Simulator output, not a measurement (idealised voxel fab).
Process module in this document: voxel gate over fins
Square cells of 5 nm make up the cross-section cut, whose width is 275 nm.
A cross-section in this document is a grid of square cells, and it is written down as bands, the top band listed before the ones below it; a band is made up of one or more rows of cells.
In this notation a band is specified by the heights of its top and bottom, in that order and in nm, after which its materials appear from left to right, each paired with its width in nm. The word "edge to edge" attached to a single material means that material fills the band from edge to edge; the word "blank" stands for empty space.
Below 0: as-received wafer, all one material; heights counted from there. Lowest band: no bottom, goes on down, written "from 0 down".
Width spec "30->40" -> top row of cells at first value, bottom row at second value, equal per-row change in between.
A step reported as "no modification" is a step in which no cell of the cross-section changed.
Look at "Closed void roster" for the closed voids: empty spaces with no open path to the top, sized 8 cells or up. Each is width x height at distance, distance from the left edge, all nm.
Step line, after settings: the simulator's comment on this step.
A step line may carry the setting "overlay nm", which, for steps involving a mask, states the distance by which the mask lay to the right of its intended position; negative values denote displacement to the left.
Pairs ahead. Before: cross-section ahead of one process step. After: cross-section once the step is done, shown to the lowest changed band only. Under each pair: that step, with settings. Caution: pairs may come from different runs of this module on the same starting wafer; a pair follows the pair above only where its "Pre-process cross-section" entry says so.
[Pre-process cross-section]
    from 15 to 10  65 of blank / 35 of TiAl / 20 of blank / 35 of TiAl / 20 of blank / 35 of TiAl / 65 of blank
    from 10 to 5  65 of blank / 5 of TiAl / 25 of TiN / 5 of TiAl / 20 of blank / 5 of TiAl / 25 of TiN / 5 of TiAl / 20 of blank / 5 of TiAl / 25 of TiN / 5 of TiAl / 65 of blank
    from 5 to 0  65 of blank / 5 of TiAl / 5 of TiN / 15 of HfO2 / 5 of TiN / 5 of TiAl / 20 of blank / 5 of TiAl / 5 of TiN / 15 of HfO2 / 5 of TiN / 5 of TiAl / 20 of blank / 5 of TiAl / 5 of TiN / 15 of HfO2 / 5 of TiN / 5 of TiAl / 65 of blank
    from 0 to -5  65 of blank / 5 of TiAl / 5 of TiN / 5 of HfO2 / 5 of Si / 5 of HfO2 / 5 of TiN / 5 of TiAl / 20 of blank / 5 of TiAl / 5 of TiN / 5 of HfO2 / 5 of Si / 5 of HfO2 / 5 of TiN / 5 of TiAl / 20 of blank / 5 of TiAl / 5 of TiN / 5 of HfO2 / 5 of Si / 5 of HfO2 / 5 of TiN / 5 of TiAl / 65 of blank
    from -5 to -10  65 of blank / 5 of TiAl / 5 of TiN / 5 of HfO2 / 5 of Si / 5 of HfO2 / 5 of TiN / 30 of TiAl / 5 of TiN / 5 of HfO2 / 5 of Si / 5 of HfO2 / 5 of TiN / 5 of TiAl / 20 of blank / 5 of TiAl / 5 of TiN / 5 of HfO2 / 5 of Si / 5 of HfO2 / 5 of TiN / 5 of TiAl / 65 of blank
    from -10 to -15  65 of blank / 5 of TiAl / 5 of TiN / 5 of HfO2 / 5 of Si / 5 of HfO2 / 40 of TiN / 5 of HfO2 / 5 of Si / 5 of HfO2 / 5 of TiN / 5 of TiAl / 20 of blank / 5 of TiAl / 5 of TiN / 5 of HfO2 / 5 of Si / 5 of HfO2 / 5 of TiN / 5 of TiAl / 65 of blank
    from -15 to -20  65 of blank / 5 of TiAl / 5 of TiN / 5 of HfO2 / 5 of Si / 5 of HfO2 / 5 of TiN / 25 of HfO2 / 10 of TiN / 5 of HfO2 / 5 of Si / 5 of HfO2 / 5 of TiN / 5 of TiAl / 20 of blank / 5 of TiAl / 5 of TiN / 5 of HfO2 / 5 of Si / 5 of HfO2 / 5 of TiN / 5 of TiAl / 65 of blank
    from -20 to -25  65 of blank / 5 of TiAl / 5 of TiN / 5 of HfO2 / 5 of Si / 5 of HfO2 / 5 of TiN / 5 of HfO2 / 5 of TiN / 5 of W / 5 of TiN / 5 of HfO2 / 10 of TiN / 5 of HfO2 / 5 of Si / 5 of HfO2 / 5 of TiN / 5 of TiAl / 20 of blank / 5 of TiAl / 5 of TiN / 5 of HfO2 / 5 of Si / 5 of HfO2 / 5 of TiN / 5 of TiAl / 65 of blank
    from -25 to -30  70 of TiAl / 5 of TiN / 5 of HfO2 / 5 of Si / 5 of HfO2 / 5 of TiN / 5 of HfO2 / 5 of TiN / 5 of W / 5 of TiN / 5 of HfO2 / 10 of TiN / 5 of HfO2 / 5 of Si / 5 of HfO2 / 5 of TiN / 30 of TiAl / 5 of TiN / 5 of HfO2 / 5 of Si / 5 of HfO2 / 5 of TiN / 70 of TiAl
    from -30 to -35  75 of TiN / 5 of HfO2 / 5 of Si / 5 of HfO2 / 5 of TiN / 5 of HfO2 / 15 of TiN / 5 of HfO2 / 10 of TiN / 5 of HfO2 / 5 of Si / 5 of HfO2 / 40 of TiN / 5 of HfO2 / 5 of Si / 5 of HfO2 / 75 of TiN
    from -35 to -40  80 of HfO2 / 5 of Si / 20 of HfO2 / 5 of SiO2 / 25 of HfO2 / 5 of Si / 50 of HfO2 / 5 of Si / 80 of HfO2
    from -40 to -45  80 of SiO2 / 5 of Si / 50 of SiO2 / 5 of Si / 50 of SiO2 / 5 of Si / 80 of SiO2
    from -45 down  Si edge to edge
    Closed void roster: none
[Post-Step Section View]
    from 20 to 15  60 of blank / 45 of TiN / 10 of blank / 45 of TiN / 10 of blank / 45 of TiN / 60 of blank
    from 15 to 10  60 of blank / 5 of TiN / 35 of TiAl / 5 of TiN / 10 of blank / 5 of TiN / 35 of TiAl / 5 of TiN / 10 of blank / 5 of TiN / 35 of TiAl / 5 of TiN / 60 of blank
    from 10 to 5  60 of blank / 5 of TiN / 5 of TiAl / 25 of TiN / 5 of TiAl / 5 of TiN / 10 of blank / 5 of TiN / 5 of TiAl / 25 of TiN / 5 of TiAl / 5 of TiN / 10 of blank / 5 of TiN / 5 of TiAl / 25 of TiN / 5 of TiAl / 5 of TiN / 60 of blank
    from 5 to 0  60 of blank / 5 of TiN / 5 of TiAl / 5 of TiN / 15 of HfO2 / 5 of TiN / 5 of TiAl / 5 of TiN / 10 of blank / 5 of TiN / 5 of TiAl / 5 of TiN / 15 of HfO2 / 5 of TiN / 5 of TiAl / 5 of TiN / 10 of blank / 5 of TiN / 5 of TiAl / 5 of TiN / 15 of HfO2 / 5 of TiN / 5 of TiAl / 5 of TiN / 60 of blank
    from 0 to -5  60 of blank / 5 of TiN / 5 of TiAl / 5 of TiN / 5 of HfO2 / 5 of Si / 5 of HfO2 / 5 of TiN / 5 of TiAl / 20 of TiN / 5 of TiAl / 5 of TiN / 5 of HfO2 / 5 of Si / 5 of HfO2 / 5 of TiN / 5 of TiAl / 5 of TiN / 10 of blank / 5 of TiN / 5 of TiAl / 5 of TiN / 5 of HfO2 / 5 of Si / 5 of HfO2 / 5 of TiN / 5 of TiAl / 5 of TiN / 60 of blank
    from -5 to -10  60 of blank / 5 of TiN / 5 of TiAl / 5 of TiN / 5 of HfO2 / 5 of Si / 5 of HfO2 / 5 of TiN / 30 of TiAl / 5 of TiN / 5 of HfO2 / 5 of Si / 5 of HfO2 / 5 of TiN / 5 of TiAl / 5 of TiN / 10 of blank / 5 of TiN / 5 of TiAl / 5 of TiN / 5 of HfO2 / 5 of Si / 5 of HfO2 / 5 of TiN / 5 of TiAl / 5 of TiN / 60 of blank
    from -10 to -15  60 of blank / 5 of TiN / 5 of TiAl / 5 of TiN / 5 of HfO2 / 5 of Si / 5 of HfO2 / 40 of TiN / 5 of HfO2 / 5 of Si / 5 of HfO2 / 5 of TiN / 5 of TiAl / 5 of TiN / 10 of blank / 5 of TiN / 5 of TiAl / 5 of TiN / 5 of HfO2 / 5 of Si / 5 of HfO2 / 5 of TiN / 5 of TiAl / 5 of TiN / 60 of blank
    from -15 to -20  60 of blank / 5 of TiN / 5 of TiAl / 5 of TiN / 5 of HfO2 / 5 of Si / 5 of HfO2 / 5 of TiN / 25 of HfO2 / 10 of TiN / 5 of HfO2 / 5 of Si / 5 of HfO2 / 5 of TiN / 5 of TiAl / 5 of TiN / 10 of blank / 5 of TiN / 5 of TiAl / 5 of TiN / 5 of HfO2 / 5 of Si / 5 of HfO2 / 5 of TiN / 5 of TiAl / 5 of TiN / 60 of blank
    from -20 to -25  65 of TiN / 5 of TiAl / 5 of TiN / 5 of HfO2 / 5 of Si / 5 of HfO2 / 5 of TiN / 5 of HfO2 / 5 of TiN / 5 of W / 5 of TiN / 5 of HfO2 / 10 of TiN / 5 of HfO2 / 5 of Si / 5 of HfO2 / 5 of TiN / 5 of TiAl / 20 of TiN / 5 of TiAl / 5 of TiN / 5 of HfO2 / 5 of Si / 5 of HfO2 / 5 of TiN / 5 of TiAl / 65 of TiN
    Anything lower than -25 is untouched.
    Closed void roster: none
To go from the before cross-section above to the after cross-section, apply CONFORMAL_DEP: material TiN, thk nm 5
Pre-process cross-section: This step starts from the configuration shown after the step in the pair immediately above.
[Post-Step Section View]
    from 30 to 20  W edge to edge
    from 20 to 15  60 of W / 45 of TiN / 10 of W / 45 of TiN / 10 of W / 45 of TiN / 60 of W
    from 15 to 10  60 of W / 5 of TiN / 35 of TiAl / 5 of TiN / 10 of W / 5 of TiN / 35 of TiAl / 5 of TiN / 10 of W / 5 of TiN / 35 of TiAl / 5 of TiN / 60 of W
    from 10 to 5  60 of W / 5 of TiN / 5 of TiAl / 25 of TiN / 5 of TiAl / 5 of TiN / 10 of W / 5 of TiN / 5 of TiAl / 25 of TiN / 5 of TiAl / 5 of TiN / 10 of W / 5 of TiN / 5 of TiAl / 25 of TiN / 5 of TiAl / 5 of TiN / 60 of W
    from 5 to 0  60 of W / 5 of TiN / 5 of TiAl / 5 of TiN / 15 of HfO2 / 5 of TiN / 5 of TiAl / 5 of TiN / 10 of W / 5 of TiN / 5 of TiAl / 5 of TiN / 15 of HfO2 / 5 of TiN / 5 of TiAl / 5 of TiN / 10 of W / 5 of TiN / 5 of TiAl / 5 of TiN / 15 of HfO2 / 5 of TiN / 5 of TiAl / 5 of TiN / 60 of W
    from 0 to -5  60 of W / 5 of TiN / 5 of TiAl / 5 of TiN / 5 of HfO2 / 5 of Si / 5 of HfO2 / 5 of TiN / 5 of TiAl / 20 of TiN / 5 of TiAl / 5 of TiN / 5 of HfO2 / 5 of Si / 5 of HfO2 / 5 of TiN / 5 of TiAl / 5 of TiN / 10 of W / 5 of TiN / 5 of TiAl / 5 of TiN / 5 of HfO2 / 5 of Si / 5 of HfO2 / 5 of TiN / 5 of TiAl / 5 of TiN / 60 of W
    from -5 to -10  60 of W / 5 of TiN / 5 of TiAl / 5 of TiN / 5 of HfO2 / 5 of Si / 5 of HfO2 / 5 of TiN / 30 of TiAl / 5 of TiN / 5 of HfO2 / 5 of Si / 5 of HfO2 / 5 of TiN / 5 of TiAl / 5 of TiN / 10 of W / 5 of TiN / 5 of TiAl / 5 of TiN / 5 of HfO2 / 5 of Si / 5 of HfO2 / 5 of TiN / 5 of TiAl / 5 of TiN / 60 of W
    from -10 to -15  60 of W / 5 of TiN / 5 of TiAl / 5 of TiN / 5 of HfO2 / 5 of Si / 5 of HfO2 / 40 of TiN / 5 of HfO2 / 5 of Si / 5 of HfO2 / 5 of TiN / 5 of TiAl / 5 of TiN / 10 of W / 5 of TiN / 5 of TiAl / 5 of TiN / 5 of HfO2 / 5 of Si / 5 of HfO2 / 5 of TiN / 5 of TiAl / 5 of TiN / 60 of W
    from -15 to -20  60 of W / 5 of TiN / 5 of TiAl / 5 of TiN / 5 of HfO2 / 5 of Si / 5 of HfO2 / 5 of TiN / 25 of HfO2 / 10 of TiN / 5 of HfO2 / 5 of Si / 5 of HfO2 / 5 of TiN / 5 of TiAl / 5 of TiN / 10 of W / 5 of TiN / 5 of TiAl / 5 of TiN / 5 of HfO2 / 5 of Si / 5 of HfO2 / 5 of TiN / 5 of TiAl / 5 of TiN / 60 of W
    Anything lower than -20 is untouched.
    Closed void roster: none
To go from the before cross-section above to the after cross-section, apply FILL_DEP: material W, thk nm 10
Pre-process cross-section: This step starts from the configuration shown after the step in the pair immediately above.
[Post-Step Section View]
    from 25 to 20  W edge to edge
    Anything lower than 20 is untouched.
    Closed void roster: none
To go from the before cross-section above to the after cross-section, apply CMP: height nm 25
Pre-process cross-section: This step starts from the configuration shown after the step in the pair immediately above.
[Post-Step Section View]
    from 30 to 25  SiN edge to edge
    Anything lower than 25 is untouched.
    Closed void roster: none
To go from the before cross-section above to the after cross-section, apply CONFORMAL_DEP: material SiN, thk nm 5
[Pre-process cross-section]
    from 0 to -15  80 of blank / 5 of Si / 50 of blank / 5 of Si / 50 of blank / 5 of Si / 80 of blank
    from -15 to -20  80 of SiO2 / 5 of Si / 50 of SiO2 / 5 of Si / 50 of SiO2 / 5 of Si / 80 of SiO2
    from -20 to -30  80 of SiO2 / 5 of Si / 15 of SiO2 / 5 of TiN / 5 of W / 5 of TiN / 20 of SiO2 / 5 of Si / 50 of SiO2 / 5 of Si / 80 of SiO2
    from -30 to -35  80 of SiO2 / 5 of Si / 15 of SiO2 / 15 of TiN / 20 of SiO2 / 5 of Si / 50 of SiO2 / 5 of Si / 80 of SiO2
    from -35 to -45  80 of SiO2 / 5 of Si / 50 of SiO2 / 5 of Si / 50 of SiO2 / 5 of Si / 80 of SiO2
    from -45 down  Si edge to edge
    Closed void roster: none
[Post-Step Section View]
    from 5 to 0  75 of blank / 15 of TiN / 40 of blank / 15 of TiN / 40 of blank / 15 of TiN / 75 of blank
    from 0 to -10  75 of blank / 5 of TiN / 5 of Si / 5 of TiN / 40 of blank / 5 of TiN / 5 of Si / 5 of TiN / 40 of blank / 5 of TiN / 5 of Si / 5 of TiN / 75 of blank
    from -10 to -15  80 of TiN / 5 of Si / 50 of TiN / 5 of Si / 50 of TiN / 5 of Si / 80 of TiN
    Anything lower than -15 is untouched.
    Closed void roster: none
To go from the before cross-section above to the after cross-section, apply CONFORMAL_DEP: material TiN, thk nm 5
Pre-process cross-section: This step starts from the configuration shown after the step in the pair immediately above.
[Post-Step Section View]
    from 10 to 5  70 of blank / 25 of HfO2 / 30 of blank / 25 of HfO2 / 30 of blank / 25 of HfO2 / 70 of blank
    from 5 to 0  70 of blank / 5 of HfO2 / 15 of TiN / 5 of HfO2 / 30 of blank / 5 of HfO2 / 15 of TiN / 5 of HfO2 / 30 of blank / 5 of HfO2 / 15 of TiN / 5 of HfO2 / 70 of blank
    from 0 to -5  70 of blank / 5 of HfO2 / 5 of TiN / 5 of Si / 5 of TiN / 5 of HfO2 / 30 of blank / 5 of HfO2 / 5 of TiN / 5 of Si / 5 of TiN / 5 of HfO2 / 30 of blank / 5 of HfO2 / 5 of TiN / 5 of Si / 5 of TiN / 5 of HfO2 / 70 of blank
    from -5 to -10  75 of HfO2 / 5 of TiN / 5 of Si / 5 of TiN / 40 of HfO2 / 5 of TiN / 5 of Si / 5 of TiN / 40 of HfO2 / 5 of TiN / 5 of Si / 5 of TiN / 75 of HfO2
    Anything lower than -10 is untouched.
    Closed void roster: none
To go from the before cross-section above to the after cross-section, apply CONFORMAL_DEP: material HfO2, thk nm 5
Pre-process cross-section: This step starts from the configuration shown after the step in the pair immediately above.
[Post-Step Section View]
    from 15 to 10  65 of blank / 35 of TiAl / 20 of blank / 35 of TiAl / 20 of blank / 35 of TiAl / 65 of blank
    from 10 to 5  65 of blank / 5 of TiAl / 25 of HfO2 / 5 of TiAl / 20 of blank / 5 of TiAl / 25 of HfO2 / 5 of TiAl / 20 of blank / 5 of TiAl / 25 of HfO2 / 5 of TiAl / 65 of blank
    from 5 to 0  65 of blank / 5 of TiAl / 5 of HfO2 / 15 of TiN / 5 of HfO2 / 5 of TiAl / 20 of blank / 5 of TiAl / 5 of HfO2 / 15 of TiN / 5 of HfO2 / 5 of TiAl / 20 of blank / 5 of TiAl / 5 of HfO2 / 15 of TiN / 5 of HfO2 / 5 of TiAl / 65 of blank
    from 0 to -5  70 of TiAl / 5 of HfO2 / 5 of TiN / 5 of Si / 5 of TiN / 5 of HfO2 / 30 of TiAl / 5 of HfO2 / 5 of TiN / 5 of Si / 5 of TiN / 5 of HfO2 / 30 of TiAl / 5 of HfO2 / 5 of TiN / 5 of Si / 5 of TiN / 5 of HfO2 / 70 of TiAl
    Anything lower than -5 is untouched.
    Closed void roster: none
To go from the before cross-section above to the after cross-section, apply CONFORMAL_DEP: material TiAl, thk nm 5
Pre-process cross-section: This step starts from the configuration shown after the step in the pair immediately above.
[Post-Step Section View]
    from 20 to 15  60 of blank / 45 of TiN / 10 of blank / 45 of TiN / 10 of blank / 45 of TiN / 60 of blank
    from 15 to 10  60 of blank / 5 of TiN / 35 of TiAl / 5 of TiN / 10 of blank / 5 of TiN / 35 of TiAl / 5 of TiN / 10 of blank / 5 of TiN / 35 of TiAl / 5 of TiN / 60 of blank
    from 10 to 5  60 of blank / 5 of TiN / 5 of TiAl / 25 of HfO2 / 5 of TiAl / 5 of TiN / 10 of blank / 5 of TiN / 5 of TiAl / 25 of HfO2 / 5 of TiAl / 5 of TiN / 10 of blank / 5 of TiN / 5 of TiAl / 25 of HfO2 / 5 of TiAl / 5 of TiN / 60 of blank
    from 5 to 0  65 of TiN / 5 of TiAl / 5 of HfO2 / 15 of TiN / 5 of HfO2 / 5 of TiAl / 20 of TiN / 5 of TiAl / 5 of HfO2 / 15 of TiN / 5 of HfO2 / 5 of TiAl / 20 of TiN / 5 of TiAl / 5 of HfO2 / 15 of TiN / 5 of HfO2 / 5 of TiAl / 65 of TiN
    Anything lower than 0 is untouched.
    Closed void roster: none
To go from the before cross-section above to the after cross-section, apply CONFORMAL_DEP: material TiN, thk nm 5
Pre-process cross-section: This step starts from the configuration shown after the step in the pair immediately above.
[Post-Step Section View]
    from 30 to 20  W edge to edge
    from 20 to 15  60 of W / 45 of TiN / 10 of W / 45 of TiN / 10 of W / 45 of TiN / 60 of W
    from 15 to 10  60 of W / 5 of TiN / 35 of TiAl / 5 of TiN / 10 of W / 5 of TiN / 35 of TiAl / 5 of TiN / 10 of W / 5 of TiN / 35 of TiAl / 5 of TiN / 60 of W
    from 10 to 5  60 of W / 5 of TiN / 5 of TiAl / 25 of HfO2 / 5 of TiAl / 5 of TiN / 10 of W / 5 of TiN / 5 of TiAl / 25 of HfO2 / 5 of TiAl / 5 of TiN / 10 of W / 5 of TiN / 5 of TiAl / 25 of HfO2 / 5 of TiAl / 5 of TiN / 60 of W
    Anything lower than 5 is untouched.
    Closed void roster: none
To go from the before cross-section above to the after cross-section, apply FILL_DEP: material W, thk nm 10
Pre-process cross-section: This step starts from the configuration shown after the step in the pair immediately above.
[Post-Step Section View]
    from 25 to 20  W edge to edge
    Anything lower than 20 is untouched.
    Closed void roster: none
To go from the before cross-section above to the after cross-section, apply CMP: height nm 25
Pre-process cross-section: This step starts from the configuration shown after the step in the pair immediately above.
[Post-Step Section View]
    from 30 to 25  SiN edge to edge
    Anything lower than 25 is untouched.
    Closed void roster: none
To go from the before cross-section above to the after cross-section, apply CONFORMAL_DEP: material SiN, thk nm 5
[Pre-process cross-section]
    from 25 to 10  100 of resist / 15 of blank / 160 of resist
    from 10 to 0  75 of SiO2 / 15 of SiN / 40 of SiO2 / 15 of SiN / 40 of SiO2 / 15 of SiN / 75 of SiO2
    from 0 to -45  80 of SiO2 / 5 of Si / 50 of SiO2 / 5 of Si / 50 of SiO2 / 5 of Si / 80 of SiO2
    from -45 down  Si edge to edge
    Closed void roster: none
[Post-Step Section View]
    from 25 to 10  100 of resist / 15 of blank / 160 of resist
    from 10 to 0  75 of SiO2 / 15 of SiN / 10 of SiO2 / 15 of blank / 15 of SiO2 / 15 of SiN / 40 of SiO2 / 15 of SiN / 75 of SiO2
    from 0 to -25  80 of SiO2 / 5 of Si / 15 of SiO2 / 15 of blank / 20 of SiO2 / 5 of Si / 50 of SiO2 / 5 of Si / 80 of SiO2
    Anything lower than -25 is untouched.
    Closed void roster: none
To go from the before cross-section above to the after cross-section, apply DIRECTIONAL_ETCH: etch materials SiO2, depth nm 35
Pre-process cross-section: This step starts from the configuration shown after the step in the pair immediately above.
[Post-Step Section View]
    from 10 to 0  75 of SiO2 / 15 of SiN / 10 of SiO2 / 15 of blank / 15 of SiO2 / 15 of SiN / 40 of SiO2 / 15 of SiN / 75 of SiO2
    Anything lower than 0 is untouched.
    Closed void roster: none
To go from the before cross-section above to the after cross-section, apply STRIP: etch materials resist
Pre-process cross-section: This step starts from the configuration shown after the step in the pair immediately above.
[Post-Step Section View]
    from 15 to 10  105 of TiN / 5 of blank / 165 of TiN
    from 10 to 0  75 of SiO2 / 15 of SiN / 10 of SiO2 / 5 of TiN / 5 of blank / 5 of TiN / 15 of SiO2 / 15 of SiN / 40 of SiO2 / 15 of SiN / 75 of SiO2
    from 0 to -20  80 of SiO2 / 5 of Si / 15 of SiO2 / 5 of TiN / 5 of blank / 5 of TiN / 20 of SiO2 / 5 of Si / 50 of SiO2 / 5 of Si / 80 of SiO2
    from -20 to -25  80 of SiO2 / 5 of Si / 15 of SiO2 / 15 of TiN / 20 of SiO2 / 5 of Si / 50 of SiO2 / 5 of Si / 80 of SiO2
    Anything lower than -25 is untouched.
    Closed void roster: none
To go from the before cross-section above to the after cross-section, apply CONFORMAL_DEP: material TiN, thk nm 5
Pre-process cross-section: This step starts from the configuration shown after the step in the pair immediately above.
[Post-Step Section View]
    from 25 to 15  W edge to edge
    from 15 to 10  105 of TiN / 5 of W / 165 of TiN
    from 10 to 0  75 of SiO2 / 15 of SiN / 10 of SiO2 / 5 of TiN / 5 of W / 5 of TiN / 15 of SiO2 / 15 of SiN / 40 of SiO2 / 15 of SiN / 75 of SiO2
    from 0 to -20  80 of SiO2 / 5 of Si / 15 of SiO2 / 5 of TiN / 5 of W / 5 of TiN / 20 of SiO2 / 5 of Si / 50 of SiO2 / 5 of Si / 80 of SiO2
    Anything lower than -20 is untouched.
    Closed void roster: none
To go from the before cross-section above to the after cross-section, apply FILL_DEP: material W, thk nm 10
Pre-process cross-section: This step starts from the configuration shown after the step in the pair immediately above.
[Post-Step Section View]
    from 10 to 0  75 of SiO2 / 15 of SiN / 10 of SiO2 / 5 of TiN / 5 of W / 5 of TiN / 15 of SiO2 / 15 of SiN / 40 of SiO2 / 15 of SiN / 75 of SiO2
    Anything lower than 0 is untouched.
    Closed void roster: none
To go from the before cross-section above to the after cross-section, apply CMP: height nm 10
Pre-process cross-section: This step starts from the configuration shown after the step in the pair immediately above.
[Post-Step Section View]
    from 10 to 0  75 of SiO2 / 15 of SiN / 10 of SiO2 / 15 of blank / 15 of SiO2 / 15 of SiN / 40 of SiO2 / 15 of SiN / 75 of SiO2
    from 0 to -20  80 of SiO2 / 5 of Si / 15 of SiO2 / 15 of blank / 20 of SiO2 / 5 of Si / 50 of SiO2 / 5 of Si / 80 of SiO2
    Anything lower than -20 is untouched.
    Closed void roster: none
To go from the before cross-section above to the after cross-section, apply SELECTIVE_ETCH: etch materials W Ru TiN, depth nm 30
Pre-process cross-section: This step starts from the configuration shown after the step in the pair immediately above.
[Post-Step Section View]
    from 15 to 10  SiO2 edge to edge
    from 10 to 0  75 of SiO2 / 15 of SiN / 40 of SiO2 / 15 of SiN / 40 of SiO2 / 15 of SiN / 75 of SiO2
    from 0 to -20  80 of SiO2 / 5 of Si / 50 of SiO2 / 5 of Si / 50 of SiO2 / 5 of Si / 80 of SiO2
    Anything lower than -20 is untouched.
    Closed void roster: none
To go from the before cross-section above to the after cross-section, apply FILL_DEP: material SiO2, thk nm 5
Pre-process cross-section: This step starts from the configuration shown after the step in the pair immediately above.
[Post-Step Section View]
    from 10 to 0  75 of SiO2 / 15 of SiN / 40 of SiO2 / 15 of SiN / 40 of SiO2 / 15 of SiN / 75 of SiO2
    Anything lower than 0 is untouched.
    Closed void roster: none
To go from the before cross-section above to the after cross-section, apply CMP: height nm 10
Pre-process cross-section: This step starts from the configuration shown after the step in the pair immediately above.
[Post-Step Section View]
    from 10 to 0  75 of blank / 15 of SiN / 40 of blank / 15 of SiN / 40 of blank / 15 of SiN / 75 of blank
    from 0 to -15  80 of blank / 5 of Si / 50 of blank / 5 of Si / 50 of blank / 5 of Si / 80 of blank
    Anything lower than -15 is untouched.
    Closed void roster: none
To go from the before cross-section above to the after cross-section, apply SELECTIVE_ETCH: etch materials SiO2, depth nm 25
Pre-process cross-section: This step starts from the configuration shown after the step in the pair immediately above.
[Post-Step Section View]
    from 0 to -15  80 of blank / 5 of Si / 50 of blank / 5 of Si / 50 of blank / 5 of Si / 80 of blank
    Anything lower than -15 is untouched.
    Closed void roster: none
To go from the before cross-section above to the after cross-section, apply STRIP: etch materials SiN
Pre-process cross-section: This step starts from the configuration shown after the step in the pair immediately above.
[Post-Step Section View]
    from 5 to 0  75 of blank / 15 of HfO2 / 40 of blank / 15 of HfO2 / 40 of blank / 15 of HfO2 / 75 of blank
    from 0 to -10  75 of blank / 5 of HfO2 / 5 of Si / 5 of HfO2 / 40 of blank / 5 of HfO2 / 5 of Si / 5 of HfO2 / 40 of blank / 5 of HfO2 / 5 of Si / 5 of HfO2 / 75 of blank
    from -10 to -15  80 of HfO2 / 5 of Si / 50 of HfO2 / 5 of Si / 50 of HfO2 / 5 of Si / 80 of HfO2
    Anything lower than -15 is untouched.
    Closed void roster: none
To go from the before cross-section above to the after cross-section, apply CONFORMAL_DEP: material HfO2, thk nm 5
Pre-process cross-section: This step starts from the configuration shown after the step in the pair immediately above.
[Post-Step Section View]
    from 10 to 5  70 of blank / 25 of TiN / 30 of blank / 25 of TiN / 30 of blank / 25 of TiN / 70 of blank
    from 5 to 0  70 of blank / 5 of TiN / 15 of HfO2 / 5 of TiN / 30 of blank / 5 of TiN / 15 of HfO2 / 5 of TiN / 30 of blank / 5 of TiN / 15 of HfO2 / 5 of TiN / 70 of blank
    from 0 to -5  70 of blank / 5 of TiN / 5 of HfO2 / 5 of Si / 5 of HfO2 / 5 of TiN / 30 of blank / 5 of TiN / 5 of HfO2 / 5 of Si / 5 of HfO2 / 5 of TiN / 30 of blank / 5 of TiN / 5 of HfO2 / 5 of Si / 5 of HfO2 / 5 of TiN / 70 of blank
    from -5 to -10  75 of TiN / 5 of HfO2 / 5 of Si / 5 of HfO2 / 40 of TiN / 5 of HfO2 / 5 of Si / 5 of HfO2 / 40 of TiN / 5 of HfO2 / 5 of Si / 5 of HfO2 / 75 of TiN
    Anything lower than -10 is untouched.
    Closed void roster: none
To go from the before cross-section above to the after cross-section, apply CONFORMAL_DEP: material TiN, thk nm 5
Pre-process cross-section: This step starts from the configuration shown after the step in the pair immediately above.
[Post-Step Section View]
    from 15 to 10  65 of blank / 35 of TiAl / 20 of blank / 35 of TiAl / 20 of blank / 35 of TiAl / 65 of blank
    from 10 to 5  65 of blank / 5 of TiAl / 25 of TiN / 5 of TiAl / 20 of blank / 5 of TiAl / 25 of TiN / 5 of TiAl / 20 of blank / 5 of TiAl / 25 of TiN / 5 of TiAl / 65 of blank
    from 5 to 0  65 of blank / 5 of TiAl / 5 of TiN / 15 of HfO2 / 5 of TiN / 5 of TiAl / 20 of blank / 5 of TiAl / 5 of TiN / 15 of HfO2 / 5 of TiN / 5 of TiAl / 20 of blank / 5 of TiAl / 5 of TiN / 15 of HfO2 / 5 of TiN / 5 of TiAl / 65 of blank
    from 0 to -5  70 of TiAl / 5 of TiN / 5 of HfO2 / 5 of Si / 5 of HfO2 / 5 of TiN / 30 of TiAl / 5 of TiN / 5 of HfO2 / 5 of Si / 5 of HfO2 / 5 of TiN / 30 of TiAl / 5 of TiN / 5 of HfO2 / 5 of Si / 5 of HfO2 / 5 of TiN / 70 of TiAl
    Anything lower than -5 is untouched.
    Closed void roster: none
To go from the before cross-section above to the after cross-section, apply CONFORMAL_DEP: material TiAl, thk nm 5
Pre-process cross-section: This step starts from the configuration shown after the step in the pair immediately above.
[Post-Step Section View]
    from 20 to 15  60 of blank / 45 of TiN / 10 of blank / 45 of TiN / 10 of blank / 45 of TiN / 60 of blank
    from 15 to 10  60 of blank / 5 of TiN / 35 of TiAl / 5 of TiN / 10 of blank / 5 of TiN / 35 of TiAl / 5 of TiN / 10 of blank / 5 of TiN / 35 of TiAl / 5 of TiN / 60 of blank
    from 10 to 5  60 of blank / 5 of TiN / 5 of TiAl / 25 of TiN / 5 of TiAl / 5 of TiN / 10 of blank / 5 of TiN / 5 of TiAl / 25 of TiN / 5 of TiAl / 5 of TiN / 10 of blank / 5 of TiN / 5 of TiAl / 25 of TiN / 5 of TiAl / 5 of TiN / 60 of blank
    from 5 to 0  65 of TiN / 5 of TiAl / 5 of TiN / 15 of HfO2 / 5 of TiN / 5 of TiAl / 20 of TiN / 5 of TiAl / 5 of TiN / 15 of HfO2 / 5 of TiN / 5 of TiAl / 20 of TiN / 5 of TiAl / 5 of TiN / 15 of HfO2 / 5 of TiN / 5 of TiAl / 65 of TiN
    Anything lower than 0 is untouched.
    Closed void roster: none
To go from the before cross-section above to the after cross-section, apply CONFORMAL_DEP: material TiN, thk nm 5
Pre-process cross-section: This step starts from the configuration shown after the step in the pair immediately above.
[Post-Step Section View]
    from 30 to 20  W edge to edge
    from 20 to 15  60 of W / 45 of TiN / 10 of W / 45 of TiN / 10 of W / 45 of TiN / 60 of W
    from 15 to 10  60 of W / 5 of TiN / 35 of TiAl / 5 of TiN / 10 of W / 5 of TiN / 35 of TiAl / 5 of TiN / 10 of W / 5 of TiN / 35 of TiAl / 5 of TiN / 60 of W
    from 10 to 5  60 of W / 5 of TiN / 5 of TiAl / 25 of TiN / 5 of TiAl / 5 of TiN / 10 of W / 5 of TiN / 5 of TiAl / 25 of TiN / 5 of TiAl / 5 of TiN / 10 of W / 5 of TiN / 5 of TiAl / 25 of TiN / 5 of TiAl / 5 of TiN / 60 of W
    Anything lower than 5 is untouched.
    Closed void roster: none
To go from the before cross-section above to the after cross-section, apply FILL_DEP: material W, thk nm 10
Pre-process cross-section: This step starts from the configuration shown after the step in the pair immediately above.
[Post-Step Section View]
    from 25 to 20  W edge to edge
    Anything lower than 20 is untouched.
    Closed void roster: none
To go from the before cross-section above to the after cross-section, apply CMP: height nm 25
Pre-process cross-section: This step starts from the configuration shown after the step in the pair immediately above.
[Post-Step Section View]
    from 30 to 25  SiN edge to edge
    Anything lower than 25 is untouched.
    Closed void roster: none
To go from the before cross-section above to the after cross-section, apply CONFORMAL_DEP: material SiN, thk nm 5
